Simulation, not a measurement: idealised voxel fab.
You're looking at the process module voxel self aligned contacts.
255 nm wide, 5 nm square cells: that's cross-section cut.
Think of the cross-section as a grid of square cells. We describe it in bands, top to bottom, and each band covers one or more rows of those cells. In this notation a band is specified by the heights of its top and bottom, in that order and in nm, after which its materials appear from left to right, each paired with its width in nm. The word "throughout" attached to a single material means that material fills the band from edge to edge; the word "blank" stands for empty space. It should be noted that heights are counted from 0, beneath which the wafer as supplied is of one material throughout, and that the lowest band possesses no lower boundary but continues downward, as written in "top 0, no bottom". Think of "30->40" as a width that walks from the first number to the second as you go down the band, top row to bottom row, taking equal-sized steps from row to row. Any step labelled "stayed the same" changed none of the cells in the cross-section. Entry "Sealed void list". Content: empty spaces with no open connection to the top, size 8 cells or greater. Each: width x height at distance. Distance: from left edge. Unit: nm. On a step's line, text after the settings is the simulator commenting on that step. overlay nm: where the mask lay relative to plan, measured to the right, on steps with a mask; negatives go left.

**So here's the lineup of process steps we planned**
1) RECEIVE: material Si
2) OXIDIZE: depth nm 5
3) DIRECTIONAL_DEP: material polySi, thk nm 20
4) DIRECTIONAL_DEP: material SiN, thk nm 20
5) DIRECTIONAL_DEP: material aC, thk nm 10
6) PATTERN: tone cover, mask id GATE, material resist, width nm 35, pitch nm 60, thk nm 30, overlay nm 0
7) DIRECTIONAL_ETCH: etch materials aC, depth nm 10
8) STRIP: etch materials resist
9) DIRECTIONAL_ETCH: etch materials SiN, depth nm 20
10) DIRECTIONAL_ETCH: etch materials polySi, depth nm 20
11) STRIP: etch materials aC
12) CONFORMAL_DEP: material SiN, thk nm 5
13) DIRECTIONAL_ETCH: etch materials SiN, depth nm 5
14) FILL_DEP: material SiO2, thk nm 15
15) CMP: height nm 45
16) DIRECTIONAL_DEP: material aC, thk nm 10
17) PATTERN: tone open, mask id CONTACT, material resist, width nm 35, pitch nm 60, thk nm 25, overlay nm 0
18) DIRECTIONAL_ETCH: etch materials aC, depth nm 10
19) STRIP: etch materials resist
20) DIRECTIONAL_ETCH: etch materials SiO2, depth nm 50
21) STRIP: etch materials aC
22) CONFORMAL_DEP: material TiN, thk nm 5
23) FILL_DEP: material W, thk nm 10
24) CMP: height nm 45
25) CONFORMAL_DEP: material SiCN, thk nm 5

**This is the cross-section of the wafer as we received it, i.e. after step 1**
- top 0, no bottom | Si throughout
- Sealed void list: none

**This is how the wafer looks in cross-section once the module is done, given the starting state and plan above and one mistake in carrying the plan out**
- top 65, bottom 60 | SiCN throughout
- top 60, bottom 50 | W throughout
- top 50, bottom 45 | TiN (85) / W (25) / TiN (35) / W (25) / TiN (85)
- top 45, bottom 40 | SiO2 (80) / TiN (15) / W (5) / TiN (15) / SiO2 (25) / TiN (15) / W (5) / TiN (15) / SiO2 (80)
- top 40, bottom 20 | SiO2 (45) / SiN (45) / TiN (5) / W (5) / TiN (5) / SiN (45) / TiN (5) / W (5) / TiN (5) / SiN (45) / SiO2 (45)
- top 20, bottom 0 | SiO2 (45) / SiN (5) / polySi (35) / SiN (5) / TiN (5) / W (5) / TiN (5) / SiN (5) / polySi (35) / SiN (5) / TiN (5) / W (5) / TiN (5) / SiN (5) / polySi (35) / SiN (5) / SiO2 (45)
- top 0, bottom -5 | SiO2 (90) / TiN (15) / SiO2 (45) / TiN (15) / SiO2 (90)
- top -5, no bottom | Si throughout
- Sealed void list: none
What was done differently from what was planned? step 24 was left out
